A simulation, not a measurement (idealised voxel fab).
The process module that follows is named voxel capacitor over wiring.
The figure presents cross-section cut, which has a width of 270 nm and is divided into square cells with an edge length of 5 nm.
Cross-section spec: square-cell grid; bands listed top down; each band is one or more rows. Read a band's entry like this: the first values are the height of its top and the height of its bottom in nm, and what follows is the sequence of materials from left to right, each with its width in nm. Note that "air" is empty space, and that a single material marked "throughout" reaches across the band from edge to edge. Beneath 0, the wafer as received is one material, and that level is where height counting begins. The lowest band goes on downward without a bottom; it is written like "0 and below". Width: "30..40" (first number = top row, second number = bottom row, same change from row to row of cells). "left unchanged" (step): cross-section cells unchanged, all of them. "Unvented internal voids" specifies each empty space that is not open to the top and that occupies no fewer than 8 cells, using the form width x height at distance, the distance measured from the left edge and all three quantities in nm. Note: text after step settings on the step line = simulator remark on that step. overlay nm: where the mask lay relative to plan, measured to the right, on steps with a mask; negatives go left.
Process steps - plan
1: RECEIVE | material Si
2: CONFORMAL_DEP | material SiO2 | thk nm 15
3: CONFORMAL_DEP | material SiN | thk nm 5
4: DIRECTIONAL_DEP | material lowk | thk nm 15
5: PATTERN | tone open | mask id METAL_1 | material resist | width nm 25 | pitch nm 85 | thk nm 15 | overlay nm 0
6: DIRECTIONAL_ETCH | etch materials lowk | depth nm 15
7: DIRECTIONAL_ETCH | etch materials SiN | depth nm 5
8: STRIP | etch materials resist
9: CONFORMAL_DEP | material TiN | thk nm 5
10: FILL_DEP | material Cu | thk nm 10
11: CMP | height nm 35
12: CONFORMAL_DEP | material SiCN | thk nm 5
13: DIRECTIONAL_DEP | material lowk | thk nm 20
14: PATTERN | tone open | mask id PLUG_1 | material resist | width nm 15 | thk nm 15 | overlay nm 0
15: DIRECTIONAL_ETCH | etch materials lowk | depth nm 20
16: DIRECTIONAL_ETCH | etch materials SiCN | depth nm 5
17: STRIP | etch materials resist
18: EPI | material Ru | thk nm 10
19: EPI | material Ru | thk nm 10
20: EPI | material Ru | thk nm 5
21: DIRECTIONAL_DEP | material TiN | thk nm 5
22: DIRECTIONAL_DEP | material HfO2 | thk nm 5
23: DIRECTIONAL_DEP | material TiN | thk nm 10
24: DIRECTIONAL_DEP | material aC | thk nm 10
25: PATTERN | tone cover | mask id UPPER_PLATE | material resist | width nm 65 | thk nm 30 | overlay nm 0
26: DIRECTIONAL_ETCH | etch materials aC | depth nm 10
27: STRIP | etch materials resist
28: DIRECTIONAL_ETCH | etch materials TiN | depth nm 10
29: DIRECTIONAL_ETCH | etch materials HfO2 | depth nm 5
30: STRIP | etch materials aC
31: DIRECTIONAL_DEP | material aC | thk nm 15
32: PATTERN | tone cover | mask id LOWER_PLATE | material resist | width nm 75 | thk nm 35 | overlay nm 0
33: DIRECTIONAL_ETCH | etch materials aC | depth nm 15
34: STRIP | etch materials resist
35: DIRECTIONAL_ETCH | etch materials TiN | depth nm 5
36: STRIP | etch materials aC
37: FILL_DEP | material SiO2 | thk nm 20
38: CMP | height nm 95
39: DIRECTIONAL_DEP | material aC | thk nm 10
40: PATTERN | tone open | mask id PLUG_2 | material resist | width nm 15 | thk nm 25 | overlay nm 0
41: DIRECTIONAL_ETCH | etch materials aC | depth nm 10
42: STRIP | etch materials resist
43: DIRECTIONAL_ETCH | etch materials SiO2 | depth nm 15
44: STRIP | etch materials aC
45: CONFORMAL_DEP | material TiN | thk nm 5
46: FILL_DEP | material Cu | thk nm 5
47: CMP | height nm 95
48: CONFORMAL_DEP | material SiCN | thk nm 5
as received, after step 1
* 0 and below = Si throughout
* Unvented internal voids: none
Wafer cross-section at end of module: start and plan as shown above, one execution error
* 100 down to 95 = SiCN throughout
* 95 down to 85 = SiO2 (100), then TiN (5), then Cu (5), then TiN (5), then SiO2 (155)
* 85 down to 80 = SiO2 (100), then TiN (15), then SiO2 (155)
* 80 down to 75 = SiO2 throughout
* 75 down to 65 = SiO2 (90), then TiN (65), then SiO2 (115)
* 65 down to 60 = SiO2 (90), then HfO2 (65), then SiO2 (115)
* 60 down to 40 = lowk (90), then Ru (15), then lowk (165)
* 40 down to 35 = SiCN (90), then Ru (15), then SiCN (165)
* 35 down to 20 = lowk (80), then TiN (5), then Cu (15), then TiN (5), then lowk (60), then TiN (5), then Cu (15), then TiN (5), then lowk (80)
* 20 down to 15 = SiN (80), then TiN (25), then SiN (60), then TiN (25), then SiN (80)
* 15 down to 0 = SiO2 throughout
* 0 and below = Si throughout
* Unvented internal voids: none
Against the plan, the run slipped here: step 21 of the plan never got run, it was skipped over
